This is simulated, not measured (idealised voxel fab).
The name of this process module is voxel transistor to metal.
We display cut, a cross-section 195 nm in width whose square cells are each 5 nm.
A cross-section is written here as square cells arranged in a grid, and it is given in bands from the top down, each band taking up one or more rows of cells. Basically the band line says how high the top is and how high the bottom is, in nm, and then what's in it from left to right, every material with its width in nm. Empty space shows up as "empty", and if a single material carries "full width" it runs the full band edge to edge. Heights are reckoned from 0. Under this level, the received wafer is all of one material. The bottommost band is open-ended downward, for example "from 0 down". Think of "30 to 40" as a width that walks from the first number to the second as you go down the band, top row to bottom row, taking equal-sized steps from row to row. "remained unchanged" after a step means that no cell of the cross-section changed. In the "Enclosed cavities" entry, you get each enclosed empty space of 8 cells or more, one with no open way to the top, written width x height at distance, distance from the left edge, in nm. Note: text after step settings on the step line = simulator remark on that step. overlay nm: mask right of planned place by this much (step with mask). Neg. = left.

-- Planned process steps
1. RECEIVE: material Si
2. CONFORMAL_DEP: material SiO2, thk nm 5
3. CONFORMAL_DEP: material SiN, thk nm 15
4. PATTERN: tone cover, mask id ACTIVE, material resist, width nm 115, thk nm 15, overlay nm 0
5. DIRECTIONAL_ETCH: etch materials SiN, depth nm 15
6. DIRECTIONAL_ETCH: etch materials SiO2, depth nm 5
7. DIRECTIONAL_ETCH: etch materials Si, depth nm 35
8. STRIP: etch materials resist
9. OXIDIZE: depth nm 5
10. FILL_DEP: material SiO2, thk nm 5
11. CMP: height nm 20
12. SELECTIVE_ETCH: etch materials SiO2, depth nm 10
13. STRIP: etch materials SiN
14. SELECTIVE_ETCH: etch materials SiO2, depth nm 5
15. OXIDIZE: depth nm 5
16. DIRECTIONAL_DEP: material polySi, thk nm 30
17. DIRECTIONAL_DEP: material SiCN, thk nm 15
18. PATTERN: tone cover, mask id GATE, material resist, width nm 35, thk nm 15, overlay nm 0
19. DIRECTIONAL_ETCH: etch materials SiCN, depth nm 25
20. DIRECTIONAL_ETCH: etch materials polySi, depth nm 40
21. STRIP: etch materials resist
22. CONFORMAL_DEP: material SiN, thk nm 5
23. DIRECTIONAL_ETCH: etch materials SiN, depth nm 5
24. DIRECTIONAL_ETCH: etch materials SiO2, depth nm 5
25. DIRECTIONAL_ETCH: etch materials Si, depth nm 15
26. EPI: material nSi, thk nm 20
27. FILL_DEP: material SiO2, thk nm 5
28. CMP: height nm 30
29. STRIP: etch materials polySi
30. SELECTIVE_ETCH: etch materials SiO2, depth nm 5
31. CONFORMAL_DEP: material HfO2, thk nm 5
32. CONFORMAL_DEP: material TiN, thk nm 5
33. FILL_DEP: material W, thk nm 10
34. CMP: height nm 25
35. DIRECTIONAL_DEP: material SiO2, thk nm 15
36. DIRECTIONAL_DEP: material aC, thk nm 15
37. PATTERN: tone open, mask id CONTACT, material resist, width nm 15, pitch nm 90, thk nm 35, overlay nm 0
38. DIRECTIONAL_ETCH: etch materials aC, depth nm 15
39. STRIP: etch materials resist
40. DIRECTIONAL_ETCH: etch materials SiO2, depth nm 40
41. STRIP: etch materials aC
42. CONFORMAL_DEP: material TiN, thk nm 5
43. FILL_DEP: material W, thk nm 5
44. CMP: height nm 40
45. CONFORMAL_DEP: material SiCN, thk nm 5
46. DIRECTIONAL_DEP: material SiO2, thk nm 20
47. PATTERN: tone open, mask id METAL_1, material resist, width nm 15, pitch nm 90, thk nm 20, overlay nm 0
48. DIRECTIONAL_ETCH: etch materials SiO2, depth nm 20
49. DIRECTIONAL_ETCH: etch materials SiCN, depth nm 5
50. STRIP: etch materials resist
51. CONFORMAL_DEP: material TiN, thk nm 5
52. FILL_DEP: material Cu, thk nm 10
53. CMP: height nm 65
54. EPI: material Ru, thk nm 5
55. FILL_DEP: material SiCN, thk nm 5
56. DIRECTIONAL_DEP: material SiO2, thk nm 25
57. PATTERN: tone open, mask id METAL_2, material resist, width nm 15, pitch nm 90, thk nm 20, overlay nm 0
58. DIRECTIONAL_ETCH: etch materials SiO2, depth nm 15
59. STRIP: etch materials resist
60. MASKED_ETCH: tone open, mask id METAL_2_HOLES, width nm 15, pitch nm 90, etch materials SiO2, depth nm 10, overlay nm 0
61. MASKED_ETCH: tone open, mask id METAL_2_HOLES, width nm 15, pitch nm 90, etch materials SiCN, depth nm 5, overlay nm 0
62. CONFORMAL_DEP: material TiN, thk nm 5
63. FILL_DEP: material Cu, thk nm 10
64. CMP: height nm 100
65. CONFORMAL_DEP: material SiN, thk nm 5

-- First wafer, two in total, run as planned

-- So this is the incoming wafer in cross-section - it's already been through step 1
	from 0 down | Si full width
	Enclosed cavities: none

-- Cross-section: wafer state after step 2
	from 5 to 0 | SiO2 full width
	Whatever lies below 0 is exactly as it was before.

-- Cross-section: wafer state after step 3
	from 20 to 5 | SiN full width
	Whatever lies below 5 is exactly as it was before.

-- Cross-section: wafer state after step 4
	from 35 to 20 | 40 empty; 115 resist; 40 empty
	Whatever lies below 20 is exactly as it was before.

-- Cross-section: wafer state after step 5
	from 35 to 20 | 40 empty; 115 resist; 40 empty
	from 20 to 5 | 40 empty; 115 SiN; 40 empty
	Whatever lies below 5 is exactly as it was before.

-- Cross-section: wafer state after step 6
	from 35 to 20 | 40 empty; 115 resist; 40 empty
	from 20 to 5 | 40 empty; 115 SiN; 40 empty
	from 5 to 0 | 40 empty; 115 SiO2; 40 empty
	Whatever lies below 0 is exactly as it was before.

-- Cross-section: wafer state after step 7
	from 35 to 20 | 40 empty; 115 resist; 40 empty
	from 20 to 5 | 40 empty; 115 SiN; 40 empty
	from 5 to 0 | 40 empty; 115 SiO2; 40 empty
	from 0 to -35 | 40 empty; 115 Si; 40 empty
	Whatever lies below -35 is exactly as it was before.

-- Cross-section: wafer state after step 8
	from 20 to 5 | 40 empty; 115 SiN; 40 empty
	Whatever lies below 5 is exactly as it was before.

-- Cross-section: wafer state after step 9
	from 20 to 5 | 40 empty; 115 SiN; 40 empty
	from 5 to 0 | 40 empty; 115 SiO2; 40 empty
	from 0 to -35 | 40 empty; 5 SiO2; 105 Si; 5 SiO2; 40 empty
	from -35 to -40 | 45 SiO2; 105 Si; 45 SiO2
	Whatever lies below -40 is exactly as it was before.

-- Cross-section: wafer state after step 10
	from 25 to 20 | SiO2 full width
	from 20 to 5 | 40 SiO2; 115 SiN; 40 SiO2
	from 5 to 0 | SiO2 full width
	from 0 to -40 | 45 SiO2; 105 Si; 45 SiO2
	Whatever lies below -40 is exactly as it was before.

-- Cross-section: wafer state after step 11
	from 20 to 5 | 40 SiO2; 115 SiN; 40 SiO2
	Whatever lies below 5 is exactly as it was before.

-- Cross-section: wafer state after step 12
	from 20 to 10 | 40 empty; 115 SiN; 40 empty
	Whatever lies below 10 is exactly as it was before.

-- Cross-section: wafer state after step 13
	from 10 to 5 | 40 SiO2; 115 empty; 40 SiO2
	Whatever lies below 5 is exactly as it was before.

-- Cross-section: wafer state after step 14
	from 5 to 0 | 35 SiO2; 125 empty; 35 SiO2
	Whatever lies below 0 is exactly as it was before.

-- Cross-section: wafer state after step 15
	from 5 to 0 | 35 SiO2; 125 empty; 35 SiO2
	from 0 to -5 | SiO2 full width
	Whatever lies below -5 is exactly as it was before.

-- Cross-section: wafer state after step 16
	from 35 to 30 | 35 polySi; 125 empty; 35 polySi
	from 30 to 5 | polySi full width
	from 5 to 0 | 35 SiO2; 125 polySi; 35 SiO2
	Whatever lies below 0 is exactly as it was before.

-- Cross-section: wafer state after step 17
	from 50 to 45 | 35 SiCN; 125 empty; 35 SiCN
	from 45 to 35 | SiCN full width
	from 35 to 30 | 35 polySi; 125 SiCN; 35 polySi
	Whatever lies below 30 is exactly as it was before.

-- Cross-section: wafer state after step 18
	from 65 to 50 | 80 empty; 35 resist; 80 empty
	from 50 to 45 | 35 SiCN; 45 empty; 35 resist; 45 empty; 35 SiCN
	Whatever lies below 45 is exactly as it was before.

-- Cross-section: wafer state after step 19
	from 65 to 45 | 80 empty; 35 resist; 80 empty
	from 45 to 35 | 80 empty; 35 SiCN; 80 empty
	from 35 to 30 | 35 polySi; 45 empty; 35 SiCN; 45 empty; 35 polySi
	Whatever lies below 30 is exactly as it was before.

-- Cross-section: wafer state after step 20
	from 65 to 45 | 80 empty; 35 resist; 80 empty
	from 45 to 30 | 80 empty; 35 SiCN; 80 empty
	from 30 to 5 | 80 empty; 35 polySi; 80 empty
	from 5 to 0 | 35 SiO2; 45 empty; 35 polySi; 45 empty; 35 SiO2
	Whatever lies below 0 is exactly as it was before.

-- Cross-section: wafer state after step 21
	from 45 to 30 | 80 empty; 35 SiCN; 80 empty
	Whatever lies below 30 is exactly as it was before.

-- Cross-section: wafer state after step 22
	from 50 to 45 | 75 empty; 45 SiN; 75 empty
	from 45 to 30 | 75 empty; 5 SiN; 35 SiCN; 5 SiN; 75 empty
	from 30 to 10 | 75 empty; 5 SiN; 35 polySi; 5 SiN; 75 empty
	from 10 to 5 | 40 SiN; 35 empty; 5 SiN; 35 polySi; 5 SiN; 35 empty; 40 SiN
	from 5 to 0 | 35 SiO2; 45 SiN; 35 polySi; 45 SiN; 35 SiO2
	Whatever lies below 0 is exactly as it was before.

-- Cross-section: wafer state after step 23
	from 45 to 30 | 75 empty; 5 SiN; 35 SiCN; 5 SiN; 75 empty
	from 30 to 5 | 75 empty; 5 SiN; 35 polySi; 5 SiN; 75 empty
	from 5 to 0 | 35 SiO2; 5 SiN; 35 empty; 5 SiN; 35 polySi; 5 SiN; 35 empty; 5 SiN; 35 SiO2
	Whatever lies below 0 is exactly as it was before.

-- Cross-section: wafer state after step 24
	from 45 to 30 | 75 empty; 5 SiN; 35 SiCN; 5 SiN; 75 empty
	from 30 to 5 | 75 empty; 5 SiN; 35 polySi; 5 SiN; 75 empty
	from 5 to 0 | 35 empty; 5 SiN; 35 empty; 5 SiN; 35 polySi; 5 SiN; 35 empty; 5 SiN; 35 empty
	from 0 to -5 | 40 SiO2; 35 empty; 45 SiO2; 35 empty; 40 SiO2
	Whatever lies below -5 is exactly as it was before.

-- Cross-section: wafer state after step 25
	from 45 to 30 | 75 empty; 5 SiN; 35 SiCN; 5 SiN; 75 empty
	from 30 to 5 | 75 empty; 5 SiN; 35 polySi; 5 SiN; 75 empty
	from 5 to 0 | 35 empty; 5 SiN; 35 empty; 5 SiN; 35 polySi; 5 SiN; 35 empty; 5 SiN; 35 empty
	from 0 to -5 | 40 SiO2; 35 empty; 45 SiO2; 35 empty; 40 SiO2
	from -5 to -20 | 45 SiO2; 30 empty; 45 Si; 30 empty; 45 SiO2
	Whatever lies below -20 is exactly as it was before.

-- Cross-section: wafer state after step 26
	from 45 to 30 | 75 empty; 5 SiN; 35 SiCN; 5 SiN; 75 empty
	from 30 to 15 | 75 empty; 5 SiN; 35 polySi; 5 SiN; 75 empty
	from 15 to 5 | 55 empty; 20 nSi; 5 SiN; 35 polySi; 5 SiN; 20 nSi; 55 empty
	from 5 to 0 | 35 empty; 5 SiN; 15 empty; 20 nSi; 5 SiN; 35 polySi; 5 SiN; 20 nSi; 15 empty; 5 SiN; 35 empty
	from 0 to -5 | 40 SiO2; 35 nSi; 45 SiO2; 35 nSi; 40 SiO2
	from -5 to -20 | 45 SiO2; 30 nSi; 45 Si; 30 nSi; 45 SiO2
	Whatever lies below -20 is exactly as it was before.

-- Cross-section: wafer state after step 27
	from 50 to 45 | SiO2 full width
	from 45 to 30 | 75 SiO2; 5 SiN; 35 SiCN; 5 SiN; 75 SiO2
	from 30 to 15 | 75 SiO2; 5 SiN; 35 polySi; 5 SiN; 75 SiO2
	from 15 to 5 | 55 SiO2; 20 nSi; 5 SiN; 35 polySi; 5 SiN; 20 nSi; 55 SiO2
	from 5 to 0 | 35 SiO2; 5 SiN; 15 SiO2; 20 nSi; 5 SiN; 35 polySi; 5 SiN; 20 nSi; 15 SiO2; 5 SiN; 35 SiO2
	Whatever lies below 0 is exactly as it was before.

-- Cross-section: wafer state after step 28
	from 30 to 15 | 75 SiO2; 5 SiN; 35 polySi; 5 SiN; 75 SiO2
	Whatever lies below 15 is exactly as it was before.

-- Cross-section: wafer state after step 29
	from 30 to 15 | 75 SiO2; 5 SiN; 35 empty; 5 SiN; 75 SiO2
	from 15 to 5 | 55 SiO2; 20 nSi; 5 SiN; 35 empty; 5 SiN; 20 nSi; 55 SiO2
	from 5 to 0 | 35 SiO2; 5 SiN; 15 SiO2; 20 nSi; 5 SiN; 35 empty; 5 SiN; 20 nSi; 15 SiO2; 5 SiN; 35 SiO2
	Whatever lies below 0 is exactly as it was before.

-- Cross-section: wafer state after step 30
	from 30 to 25 | 75 empty; 5 SiN; 35 empty; 5 SiN; 75 empty
	from 25 to 15 | 75 SiO2; 5 SiN; 35 empty; 5 SiN; 75 SiO2
	from 15 to 5 | 55 SiO2; 20 nSi; 5 SiN; 35 empty; 5 SiN; 20 nSi; 55 SiO2
	from 5 to 0 | 35 SiO2; 5 SiN; 15 SiO2; 20 nSi; 5 SiN; 35 empty; 5 SiN; 20 nSi; 15 SiO2; 5 SiN; 35 SiO2
	from 0 to -5 | 40 SiO2; 35 nSi; 45 empty; 35 nSi; 40 SiO2
	Whatever lies below -5 is exactly as it was before.

-- Cross-section: wafer state after step 31
	from 35 to 30 | 70 empty; 15 HfO2; 25 empty; 15 HfO2; 70 empty
	from 30 to 25 | 75 HfO2; 5 SiN; 5 HfO2; 25 empty; 5 HfO2; 5 SiN; 75 HfO2
	from 25 to 15 | 75 SiO2; 5 SiN; 5 HfO2; 25 empty; 5 HfO2; 5 SiN; 75 SiO2
	from 15 to 5 | 55 SiO2; 20 nSi; 5 SiN; 5 HfO2; 25 empty; 5 HfO2; 5 SiN; 20 nSi; 55 SiO2
	from 5 to 0 | 35 SiO2; 5 SiN; 15 SiO2; 20 nSi; 5 SiN; 5 HfO2; 25 empty; 5 HfO2; 5 SiN; 20 nSi; 15 SiO2; 5 SiN; 35 SiO2
	from 0 to -5 | 40 SiO2; 35 nSi; 45 HfO2; 35 nSi; 40 SiO2
	Whatever lies below -5 is exactly as it was before.

-- Cross-section: wafer state after step 32
	from 40 to 35 | 65 empty; 25 TiN; 15 empty; 25 TiN; 65 empty
	from 35 to 30 | 70 TiN; 15 HfO2; 5 TiN; 15 empty; 5 TiN; 15 HfO2; 70 TiN
	from 30 to 25 | 75 HfO2; 5 SiN; 5 HfO2; 5 TiN; 15 empty; 5 TiN; 5 HfO2; 5 SiN; 75 HfO2
	from 25 to 15 | 75 SiO2; 5 SiN; 5 HfO2; 5 TiN; 15 empty; 5 TiN; 5 HfO2; 5 SiN; 75 SiO2
	from 15 to 5 | 55 SiO2; 20 nSi; 5 SiN; 5 HfO2; 5 TiN; 15 empty; 5 TiN; 5 HfO2; 5 SiN; 20 nSi; 55 SiO2
	from 5 to 0 | 35 SiO2; 5 SiN; 15 SiO2; 20 nSi; 5 SiN; 5 HfO2; 25 TiN; 5 HfO2; 5 SiN; 20 nSi; 15 SiO2; 5 SiN; 35 SiO2
	Whatever lies below 0 is exactly as it was before.

-- Cross-section: wafer state after step 33
	from 50 to 40 | W full width
	from 40 to 35 | 65 W; 25 TiN; 15 W; 25 TiN; 65 W
	from 35 to 30 | 70 TiN; 15 HfO2; 5 TiN; 15 W; 5 TiN; 15 HfO2; 70 TiN
	from 30 to 25 | 75 HfO2; 5 SiN; 5 HfO2; 5 TiN; 15 W; 5 TiN; 5 HfO2; 5 SiN; 75 HfO2
	from 25 to 15 | 75 SiO2; 5 SiN; 5 HfO2; 5 TiN; 15 W; 5 TiN; 5 HfO2; 5 SiN; 75 SiO2
	from 15 to 5 | 55 SiO2; 20 nSi; 5 SiN; 5 HfO2; 5 TiN; 15 W; 5 TiN; 5 HfO2; 5 SiN; 20 nSi; 55 SiO2
	Whatever lies below 5 is exactly as it was before.

-- Cross-section: wafer state after step 34
	from 25 to 15 | 75 SiO2; 5 SiN; 5 HfO2; 5 TiN; 15 W; 5 TiN; 5 HfO2; 5 SiN; 75 SiO2
	Whatever lies below 15 is exactly as it was before.

-- Cross-section: wafer state after step 35
	from 40 to 25 | SiO2 full width
	Whatever lies below 25 is exactly as it was before.

-- Cross-section: wafer state after step 36
	from 55 to 40 | aC full width
	Whatever lies below 40 is exactly as it was before.

-- Cross-section: wafer state after step 37
	from 90 to 55 | 45 resist; 15 empty; 75 resist; 15 empty; 45 resist
	Whatever lies below 55 is exactly as it was before.

-- Cross-section: wafer state after step 38
	from 75 to 55 | 45 resist; 15 empty; 75 resist; 15 empty; 45 resist
	from 55 to 40 | 45 aC; 15 empty; 75 aC; 15 empty; 45 aC
	Whatever lies below 40 is exactly as it was before.

-- Cross-section: wafer state after step 39
	from 55 to 40 | 45 aC; 15 empty; 75 aC; 15 empty; 45 aC
	Whatever lies below 40 is exactly as it was before.

-- Cross-section: wafer state after step 40
	from 55 to 40 | 45 aC; 15 empty; 75 aC; 15 empty; 45 aC
	from 40 to 25 | 45 SiO2; 15 empty; 75 SiO2; 15 empty; 45 SiO2
	from 25 to 15 | 45 SiO2; 15 empty; 15 SiO2; 5 SiN; 5 HfO2; 5 TiN; 15 W; 5 TiN; 5 HfO2; 5 SiN; 15 SiO2; 15 empty; 45 SiO2
	from 15 to 5 | 45 SiO2; 10 empty; 20 nSi; 5 SiN; 5 HfO2; 5 TiN; 15 W; 5 TiN; 5 HfO2; 5 SiN; 20 nSi; 10 empty; 45 SiO2
	from 5 to 0 | 35 SiO2; 5 SiN; 5 SiO2; 10 empty; 20 nSi; 5 SiN; 5 HfO2; 25 TiN; 5 HfO2; 5 SiN; 20 nSi; 10 empty; 5 SiO2; 5 SiN; 35 SiO2
	Whatever lies below 0 is exactly as it was before.

-- Cross-section: wafer state after step 41
	from 40 to 25 | 45 SiO2; 15 empty; 75 SiO2; 15 empty; 45 SiO2
	Whatever lies below 25 is exactly as it was before.

-- Cross-section: wafer state after step 42
	from 45 to 40 | 50 TiN; 5 empty; 85 TiN; 5 empty; 50 TiN
	from 40 to 25 | 45 SiO2; 5 TiN; 5 empty; 5 TiN; 75 SiO2; 5 TiN; 5 empty; 5 TiN; 45 SiO2
	from 25 to 20 | 45 SiO2; 5 TiN; 5 empty; 5 TiN; 15 SiO2; 5 SiN; 5 HfO2; 5 TiN; 15 W; 5 TiN; 5 HfO2; 5 SiN; 15 SiO2; 5 TiN; 5 empty; 5 TiN; 45 SiO2
	from 20 to 15 | 45 SiO2; 15 TiN; 15 SiO2; 5 SiN; 5 HfO2; 5 TiN; 15 W; 5 TiN; 5 HfO2; 5 SiN; 15 SiO2; 15 TiN; 45 SiO2
	from 15 to 5 | 45 SiO2; 10 TiN; 20 nSi; 5 SiN; 5 HfO2; 5 TiN; 15 W; 5 TiN; 5 HfO2; 5 SiN; 20 nSi; 10 TiN; 45 SiO2
	from 5 to 0 | 35 SiO2; 5 SiN; 5 SiO2; 10 TiN; 20 nSi; 5 SiN; 5 HfO2; 25 TiN; 5 HfO2; 5 SiN; 20 nSi; 10 TiN; 5 SiO2; 5 SiN; 35 SiO2
	Whatever lies below 0 is exactly as it was before.

-- Cross-section: wafer state after step 43
	from 50 to 45 | W full width
	from 45 to 40 | 50 TiN; 5 W; 85 TiN; 5 W; 50 TiN
	from 40 to 25 | 45 SiO2; 5 TiN; 5 W; 5 TiN; 75 SiO2; 5 TiN; 5 W; 5 TiN; 45 SiO2
	from 25 to 20 | 45 SiO2; 5 TiN; 5 W; 5 TiN; 15 SiO2; 5 SiN; 5 HfO2; 5 TiN; 15 W; 5 TiN; 5 HfO2; 5 SiN; 15 SiO2; 5 TiN; 5 W; 5 TiN; 45 SiO2
	Whatever lies below 20 is exactly as it was before.

-- Cross-section: wafer state after step 44
	from 40 to 25 | 45 SiO2; 5 TiN; 5 W; 5 TiN; 75 SiO2; 5 TiN; 5 W; 5 TiN; 45 SiO2
	Whatever lies below 25 is exactly as it was before.

-- Cross-section: wafer state after step 45
	from 45 to 40 | SiCN full width
	Whatever lies below 40 is exactly as it was before.

-- Cross-section: wafer state after step 46
	from 65 to 45 | SiO2 full width
	Whatever lies below 45 is exactly as it was before.

-- Cross-section: wafer state after step 47
	from 85 to 65 | 45 resist; 15 empty; 75 resist; 15 empty; 45 resist
	Whatever lies below 65 is exactly as it was before.

-- Cross-section: wafer state after step 48
	from 85 to 65 | 45 resist; 15 empty; 75 resist; 15 empty; 45 resist
	from 65 to 45 | 45 SiO2; 15 empty; 75 SiO2; 15 empty; 45 SiO2
	Whatever lies below 45 is exactly as it was before.

-- Cross-section: wafer state after step 49
	from 85 to 65 | 45 resist; 15 empty; 75 resist; 15 empty; 45 resist
	from 65 to 45 | 45 SiO2; 15 empty; 75 SiO2; 15 empty; 45 SiO2
	from 45 to 40 | 45 SiCN; 15 empty; 75 SiCN; 15 empty; 45 SiCN
	Whatever lies below 40 is exactly as it was before.

-- Cross-section: wafer state after step 50
	from 65 to 45 | 45 SiO2; 15 empty; 75 SiO2; 15 empty; 45 SiO2
	Whatever lies below 45 is exactly as it was before.

-- Cross-section: wafer state after step 51
	from 70 to 65 | 50 TiN; 5 empty; 85 TiN; 5 empty; 50 TiN
	from 65 to 45 | 45 SiO2; 5 TiN; 5 empty; 5 TiN; 75 SiO2; 5 TiN; 5 empty; 5 TiN; 45 SiO2
	from 45 to 40 | 45 SiCN; 15 TiN; 75 SiCN; 15 TiN; 45 SiCN
	Whatever lies below 40 is exactly as it was before.

-- Cross-section: wafer state after step 52
	from 80 to 70 | Cu full width
	from 70 to 65 | 50 TiN; 5 Cu; 85 TiN; 5 Cu; 50 TiN
	from 65 to 45 | 45 SiO2; 5 TiN; 5 Cu; 5 TiN; 75 SiO2; 5 TiN; 5 Cu; 5 TiN; 45 SiO2
	Whatever lies below 45 is exactly as it was before.

-- Cross-section: wafer state after step 53
	from 65 to 45 | 45 SiO2; 5 TiN; 5 Cu; 5 TiN; 75 SiO2; 5 TiN; 5 Cu; 5 TiN; 45 SiO2
	Whatever lies below 45 is exactly as it was before.

-- Cross-section: wafer state after step 54
	from 70 to 65 | 40 empty; 25 Ru; 65 empty; 25 Ru; 40 empty
	Whatever lies below 65 is exactly as it was before.

-- Cross-section: wafer state after step 55
	from 75 to 70 | SiCN full width
	from 70 to 65 | 40 SiCN; 25 Ru; 65 SiCN; 25 Ru; 40 SiCN
	Whatever lies below 65 is exactly as it was before.

-- Cross-section: wafer state after step 56
	from 100 to 75 | SiO2 full width
	Whatever lies below 75 is exactly as it was before.

-- Cross-section: wafer state after step 57
	from 120 to 100 | 45 resist; 15 empty; 75 resist; 15 empty; 45 resist
	Whatever lies below 100 is exactly as it was before.

-- Cross-section: wafer state after step 58
	from 120 to 100 | 45 resist; 15 empty; 75 resist; 15 empty; 45 resist
	from 100 to 85 | 45 SiO2; 15 empty; 75 SiO2; 15 empty; 45 SiO2
	Whatever lies below 85 is exactly as it was before.

-- Cross-section: wafer state after step 59
	from 100 to 85 | 45 SiO2; 15 empty; 75 SiO2; 15 empty; 45 SiO2
	Whatever lies below 85 is exactly as it was before.

-- Cross-section: wafer state after step 60
	from 100 to 75 | 45 SiO2; 15 empty; 75 SiO2; 15 empty; 45 SiO2
	Whatever lies below 75 is exactly as it was before.

-- Cross-section: wafer state after step 61
	from 100 to 75 | 45 SiO2; 15 empty; 75 SiO2; 15 empty; 45 SiO2
	from 75 to 70 | 45 SiCN; 15 empty; 75 SiCN; 15 empty; 45 SiCN
	Whatever lies below 70 is exactly as it was before.

-- Cross-section: wafer state after step 62
	from 105 to 100 | 50 TiN; 5 empty; 85 TiN; 5 empty; 50 TiN
	from 100 to 75 | 45 SiO2; 5 TiN; 5 empty; 5 TiN; 75 SiO2; 5 TiN; 5 empty; 5 TiN; 45 SiO2
	from 75 to 70 | 45 SiCN; 15 TiN; 75 SiCN; 15 TiN; 45 SiCN
	Whatever lies below 70 is exactly as it was before.

-- Cross-section: wafer state after step 63
	from 115 to 105 | Cu full width
	from 105 to 100 | 50 TiN; 5 Cu; 85 TiN; 5 Cu; 50 TiN
	from 100 to 75 | 45 SiO2; 5 TiN; 5 Cu; 5 TiN; 75 SiO2; 5 TiN; 5 Cu; 5 TiN; 45 SiO2
	Whatever lies below 75 is exactly as it was before.

-- Cross-section: wafer state after step 64
	from 100 to 75 | 45 SiO2; 5 TiN; 5 Cu; 5 TiN; 75 SiO2; 5 TiN; 5 Cu; 5 TiN; 45 SiO2
	Whatever lies below 75 is exactly as it was before.

-- Cross-section: wafer state after step 65
	from 105 to 100 | SiN full width
	Whatever lies below 100 is exactly as it was before.

-- Second wafer. Start and plan as for the first. One mistake made in running. Agrees with the first up to and including step 59

-- The second wafer in cross-section, at the planned close of step 60
	from 100 to 90 | 40 SiO2; 20 empty; 70 SiO2; 20 empty; 45 SiO2
	from 90 to 85 | 45 SiO2; 15 empty; 75 SiO2; 15 empty; 45 SiO2
	from 85 to 75 | 45 SiO2; 10 empty; 80 SiO2; 10 empty; 50 SiO2
	Whatever lies below 75 is exactly as it was before.

-- The second wafer in cross-section, at the planned close of step 61
	from 100 to 90 | 40 SiO2; 20 empty; 70 SiO2; 20 empty; 45 SiO2
	from 90 to 85 | 45 SiO2; 15 empty; 75 SiO2; 15 empty; 45 SiO2
	from 85 to 75 | 45 SiO2; 10 empty; 80 SiO2; 10 empty; 50 SiO2
	from 75 to 70 | 45 SiCN; 10 empty; 80 SiCN; 10 empty; 50 SiCN
	Whatever lies below 70 is exactly as it was before.

-- The second wafer in cross-section, at the planned close of step 62
	from 105 to 100 | 45 TiN; 10 empty; 80 TiN; 10 empty; 50 TiN
	from 100 to 90 | 40 SiO2; 5 to 10 TiN; 10 to 5 empty; 5 TiN; 70 SiO2; 5 to 10 TiN; 10 to 5 empty; 5 TiN; 45 SiO2
	from 90 to 85 | 45 SiO2; 15 TiN; 75 SiO2; 15 TiN; 45 SiO2
	from 85 to 75 | 45 SiO2; 10 TiN; 80 SiO2; 10 TiN; 50 SiO2
	from 75 to 70 | 45 SiCN; 10 TiN; 80 SiCN; 10 TiN; 50 SiCN
	Whatever lies below 70 is exactly as it was before.

-- The second wafer in cross-section, at the planned close of step 63
	from 115 to 105 | Cu full width
	from 105 to 100 | 45 TiN; 10 Cu; 80 TiN; 10 Cu; 50 TiN
	from 100 to 90 | 40 SiO2; 5 to 10 TiN; 10 to 5 Cu; 5 TiN; 70 SiO2; 5 to 10 TiN; 10 to 5 Cu; 5 TiN; 45 SiO2
	Whatever lies below 90 is exactly as it was before.

-- The second wafer in cross-section, at the planned close of step 64
	from 100 to 90 | 40 SiO2; 5 to 10 TiN; 10 to 5 Cu; 5 TiN; 70 SiO2; 5 to 10 TiN; 10 to 5 Cu; 5 TiN; 45 SiO2
	Whatever lies below 90 is exactly as it was before.

-- The second wafer in cross-section, at the planned close of step 65
	from 105 to 100 | SiN full width
	Whatever lies below 100 is exactly as it was before.
Nonconformance to the process plan: step 60 did not happen as planned, as run it was MASKED_ETCH: tone open, mask id METAL_2_HOLES, width nm 15, pitch nm 90, etch materials SiO2, depth nm 10, overlay nm -5
At the finish, the second wafer shows more or fewer cells for some materials than the first does: 4 fewer of Cu; 2 more of SiCN; 2 more of TiN
